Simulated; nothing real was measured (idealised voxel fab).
Proc. module: voxel wiring stack
Square cell edge 5 nm, section width 195 nm, ID cut.
Cross-section layout: square cells on a grid; listed as bands, top to bottom; a band spans one or more cell rows. Band: top and bottom heights (nm) first, top before bottom; then materials from left to right, widths in nm. "edge to edge" marks a sole material filling the band edge to edge. "empty" denotes empty space. Zero point of the height axis is 0; under it, received wafer = one material. Lowest band: continues down indefinitely, "0 down". You'd read "30..40" like this: the band's top row of cells is as wide as the first number, its bottom row is as wide as the second, and going down, every row changes width by the same amount as the row before did. Basically "no alterations made" means that step didn't change any cell in the cross-section. Enclosed voids (no open way to top), threshold 8 cells or more, entry "Enclosed voids", notation width x height at distance, distance from left edge, nm. Post-settings text on a step line: simulator's own remark regarding the step. overlay nm: step with mask; distance mask lay right of planned place; negative value = left of planned place.
-- Process steps (planned)
1 RECEIVE (material Si)
2 CONFORMAL_DEP (material SiO2; thk nm 15)
3 DIRECTIONAL_DEP (material TiN; thk nm 5)
4 DIRECTIONAL_DEP (material Ru; thk nm 25)
5 PATTERN (tone cover; mask id METAL_1; material resist; width nm 30; pitch nm 45; thk nm 20; overlay nm 0)
6 DIRECTIONAL_ETCH (etch materials Ru; depth nm 25)
7 DIRECTIONAL_ETCH (etch materials TiN; depth nm 5)
8 STRIP (etch materials resist)
9 CONFORMAL_DEP (material SiN; thk nm 5)
10 FILL_DEP (material lowk; thk nm 10)
11 CMP (height nm 45)
12 CONFORMAL_DEP (material SiCN; thk nm 5)
13 DIRECTIONAL_DEP (material lowk; thk nm 15)
14 PATTERN (tone open; mask id PLUG_1; material resist; width nm 15; pitch nm 90; thk nm 15; overlay nm 0)
15 DIRECTIONAL_ETCH (etch materials lowk; depth nm 15)
16 DIRECTIONAL_ETCH (etch materials SiCN; depth nm 5)
17 STRIP (etch materials resist)
18 CONFORMAL_DEP (material TiN; thk nm 5)
19 FILL_DEP (material Cu; thk nm 10)
20 CMP (height nm 65)
21 CONFORMAL_DEP (material SiCN; thk nm 5)
22 DIRECTIONAL_DEP (material SiO2; thk nm 15)
23 MASKED_ETCH (tone open; mask id METAL_2; width nm 30; pitch nm 45; etch materials SiO2; depth nm 15; overlay nm 0)
24 MASKED_ETCH (tone open; mask id METAL_2; width nm 30; pitch nm 45; etch materials SiCN; depth nm 5; overlay nm -15)
25 CONFORMAL_DEP (material TiN; thk nm 5)
26 FILL_DEP (material W; thk nm 5)
27 CMP (height nm 85)
28 CONFORMAL_DEP (material SiCN; thk nm 5)
29 DIRECTIONAL_DEP (material lowk; thk nm 35)
30 PATTERN (tone open; mask id METAL_3; material resist; width nm 30; pitch nm 45; thk nm 15; overlay nm 0)
31 DIRECTIONAL_ETCH (etch materials lowk; depth nm 20)
32 STRIP (etch materials resist)
33 PATTERN (tone open; mask id METAL_3_HOLES; material resist; width nm 15; pitch nm 90; thk nm 20; overlay nm 0)
34 DIRECTIONAL_ETCH (etch materials lowk; depth nm 15)
35 DIRECTIONAL_ETCH (etch materials SiCN; depth nm 5)
36 STRIP (etch materials resist)
37 CONFORMAL_DEP (material TiN; thk nm 5)
38 FILL_DEP (material Cu; thk nm 10)
39 CMP (height nm 125)
40 CONFORMAL_DEP (material SiCN; thk nm 5)
The overlay nm used in step 24 is not the same on every wafer, whereas the starting condition is; the value printed in the plan is the first wafer's.
-- After step 1, as received: first of several wafers, cross-section
	0 down = Si edge to edge
	Enclosed voids: none
-- First of several wafers in cross-section at module end, following the final step, step 40
	130 to 125 = SiCN edge to edge
	125 to 110 = 35 lowk, 5 TiN, 20 Cu, 5 TiN, 15 lowk, 5 TiN, 20 Cu, 5 TiN, 15 lowk, 5 TiN, 20 Cu, 5 TiN, 40 lowk
	110 to 105 = 35 lowk, 5 TiN, 5 Cu, 20 TiN, 15 lowk, 30 TiN, 15 lowk, 5 TiN, 5 Cu, 20 TiN, 40 lowk
	105 to 90 = 35 lowk, 5 TiN, 5 Cu, 5 TiN, 75 lowk, 5 TiN, 5 Cu, 5 TiN, 55 lowk
	90 to 85 = 35 SiCN, 15 TiN, 75 SiCN, 15 TiN, 55 SiCN
	85 to 75 = 35 SiO2, 5 TiN, 20 W, 5 TiN, 15 SiO2, 5 TiN, 20 W, 5 TiN, 15 SiO2, 5 TiN, 20 W, 5 TiN, 40 SiO2
	75 to 70 = 35 SiO2, 5 TiN, 5 W, 20 TiN, 15 SiO2, 5 TiN, 5 W, 20 TiN, 15 SiO2, 5 TiN, 5 W, 20 TiN, 40 SiO2
	70 to 65 = 35 SiCN, 15 TiN, 30 SiCN, 15 TiN, 30 SiCN, 15 TiN, 55 SiCN
	65 to 50 = 35 lowk, 5 TiN, 5 Cu, 5 TiN, 75 lowk, 5 TiN, 5 Cu, 5 TiN, 55 lowk
	50 to 45 = 35 SiCN, 15 TiN, 75 SiCN, 15 TiN, 55 SiCN
	45 to 20 = 30 lowk, 5 SiN, 30 Ru, 5 SiN, 5 lowk, 5 SiN, 30 Ru, 5 SiN, 5 lowk, 5 SiN, 30 Ru, 5 SiN, 35 lowk
	20 to 15 = 35 SiN, 30 TiN, 15 SiN, 30 TiN, 15 SiN, 30 TiN, 40 SiN
	15 to 0 = SiO2 edge to edge
	0 down = Si edge to edge
	Enclosed voids: none
-- Cross-section of the final wafer among several, taken at the end of the module
	130 to 125 = SiCN edge to edge
	125 to 110 = 35 lowk, 5 TiN, 20 Cu, 5 TiN, 15 lowk, 5 TiN, 20 Cu, 5 TiN, 15 lowk, 5 TiN, 20 Cu, 5 TiN, 40 lowk
	110 to 105 = 35 lowk, 5 TiN, 5 Cu, 20 TiN, 15 lowk, 30 TiN, 15 lowk, 5 TiN, 5 Cu, 20 TiN, 40 lowk
	105 to 90 = 35 lowk, 5 TiN, 5 Cu, 5 TiN, 75 lowk, 5 TiN, 5 Cu, 5 TiN, 55 lowk
	90 to 85 = 35 SiCN, 15 TiN, 75 SiCN, 15 TiN, 55 SiCN
	85 to 75 = 35 SiO2, 5 TiN, 20 W, 5 TiN, 15 SiO2, 5 TiN, 20 W, 5 TiN, 15 SiO2, 5 TiN, 20 W, 5 TiN, 40 SiO2
	75 to 70 = 35 SiO2, 20 TiN, 5 W, 5 TiN, 15 SiO2, 20 TiN, 5 W, 5 TiN, 15 SiO2, 20 TiN, 5 W, 5 TiN, 40 SiO2
	70 to 65 = 50 SiCN, 15 TiN, 30 SiCN, 15 TiN, 30 SiCN, 15 TiN, 40 SiCN
	65 to 50 = 35 lowk, 5 TiN, 5 Cu, 5 TiN, 75 lowk, 5 TiN, 5 Cu, 5 TiN, 55 lowk
	50 to 45 = 35 SiCN, 15 TiN, 75 SiCN, 15 TiN, 55 SiCN
	45 to 20 = 30 lowk, 5 SiN, 30 Ru, 5 SiN, 5 lowk, 5 SiN, 30 Ru, 5 SiN, 5 lowk, 5 SiN, 30 Ru, 5 SiN, 35 lowk
	20 to 15 = 35 SiN, 30 TiN, 15 SiN, 30 TiN, 15 SiN, 30 TiN, 40 SiN
	15 to 0 = SiO2 edge to edge
	0 down = Si edge to edge
	Enclosed voids: none
-- wafer rows; end of module; cells per material since receipt: (+) gained, (-) lost; then closed voids
overlay nm -15; +50 Cu; +90 Ru; +135 SiCN; +51 SiN; +180 SiO2; +124 TiN; +27 W; +357 lowk; Enclosed voids: none
overlay nm -10; +50 Cu; +90 Ru; +132 SiCN; +51 SiN; +180 SiO2; +124 TiN; +30 W; +357 lowk; Enclosed voids: none
overlay nm -5; +50 Cu; +90 Ru; +129 SiCN; +51 SiN; +180 SiO2; +124 TiN; +33 W; +357 lowk; Enclosed voids: none
overlay nm 0; +50 Cu; +90 Ru; +126 SiCN; +51 SiN; +180 SiO2; +124 TiN; +36 W; +357 lowk; Enclosed voids: none
overlay nm 5; +50 Cu; +90 Ru; +129 SiCN; +51 SiN; +180 SiO2; +124 TiN; +33 W; +357 lowk; Enclosed voids: none
overlay nm 10; +50 Cu; +90 Ru; +132 SiCN; +51 SiN; +180 SiO2; +124 TiN; +30 W; +357 lowk; Enclosed voids: none
overlay nm 15; +50 Cu; +90 Ru; +135 SiCN; +51 SiN; +180 SiO2; +124 TiN; +27 W; +357 lowk; Enclosed voids: none
